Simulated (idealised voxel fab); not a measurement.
process module | voxel ribs on slabs
cross-section cut | 170 nm wide | cells 5 nm
A cross-section is a grid of square cells, given in bands from the top down. A band is one or more rows of cells.
Each band's line starts with the height of the band's top and of its bottom, in nm. Then come its materials from left to right, each with its width in nm. One material with "throughout" fills the band from edge to edge. "air" is empty space.
Height 0 is the level under which the wafer as received is all one material. The lowest band goes on downwards, as in "0 down".
A width such as "30 to 40" changes by the same amount from each row of cells to the next, from the band's top row to its bottom row.
"no change" after a step means that no cell of the cross-section changed.
closed voids: empty space of 8 cells or more with no open way to the top, each as width x height at its distance from the left edge, in nm
after a step's settings: what the simulator itself notes on the step
overlay nm, on a step with a mask: how far to the right of its planned place the mask lay; to the left if negative
plan
1 op RECEIVE | material Si
2 op DIRECTIONAL_DEP | material SiO2 | thk nm 30
3 op DIRECTIONAL_DEP | material polySi | thk nm 5
4 op PATTERN | tone cover | mask id RIB | material resist | width nm 25 | thk nm 20 | overlay nm 0
5 op DIRECTIONAL_ETCH | etch materials polySi | depth nm 5
6 op STRIP | etch materials resist
7 op DIRECTIONAL_DEP | material aC | thk nm 15
8 op PATTERN | tone cover | mask id SLAB | material resist | width nm 65 | thk nm 35 | overlay nm 0
9 op DIRECTIONAL_ETCH | etch materials aC | depth nm 15
10 op STRIP | etch materials resist
11 op DIRECTIONAL_ETCH | etch materials polySi | depth nm 10
12 op STRIP | etch materials aC
13 op FILL_DEP | material SiO2 | thk nm 25
14 op CMP | height nm 60
15 op DIRECTIONAL_DEP | material W | thk nm 5
16 op DIRECTIONAL_DEP | material aC | thk nm 10
17 op PATTERN | tone cover | mask id HEATER | material resist | width nm 35 | thk nm 30 | overlay nm 0
18 op DIRECTIONAL_ETCH | etch materials aC | depth nm 10
19 op STRIP | etch materials resist
20 op DIRECTIONAL_ETCH | etch materials W | depth nm 5
21 op STRIP | etch materials aC
22 op CONFORMAL_DEP | material SiN | thk nm 5
varied across the wafers: thk nm of step 3. The plan shows the first wafer's value. All wafers start alike
first wafer as received, after step 1
  0 down: Si throughout
  closed voids: none
first wafer at the end, after step 22
  70 to 65: air 60 | SiN 45 | air 65
  65 to 60: SiN 65 | W 35 | SiN 70
  60 to 35: SiO2 throughout
  35 to 30: SiO2 70 | polySi 25 | SiO2 75
  30 to 0: SiO2 throughout
  0 down: Si throughout
  closed voids: none
last wafer at the end
  70 to 65: air 60 | SiN 45 | air 65
  65 to 60: SiN 65 | W 35 | SiN 70
  60 to 55: SiO2 70 | polySi 25 | SiO2 75
  55 to 45: SiO2 50 | polySi 65 | SiO2 55
  45 to 30: polySi throughout
  30 to 0: SiO2 throughout
  0 down: Si throughout
  closed voids: none
each wafer at the end: cells of each material gained (+) or lost (-) since it was received, then its closed voids
thk nm 5 | +36 SiN | +403 SiO2 | +7 W | +5 polySi | closed voids: none
thk nm 10 | +36 SiN | +390 SiO2 | +7 W | +18 polySi | closed voids: none
thk nm 15 | +36 SiN | +377 SiO2 | +7 W | +31 polySi | closed voids: none
thk nm 20 | +36 SiN | +343 SiO2 | +7 W | +65 polySi | closed voids: none
thk nm 25 | +36 SiN | +309 SiO2 | +7 W | +99 polySi | closed voids: none
thk nm 30 | +36 SiN | +275 SiO2 | +7 W | +133 polySi | closed voids: none
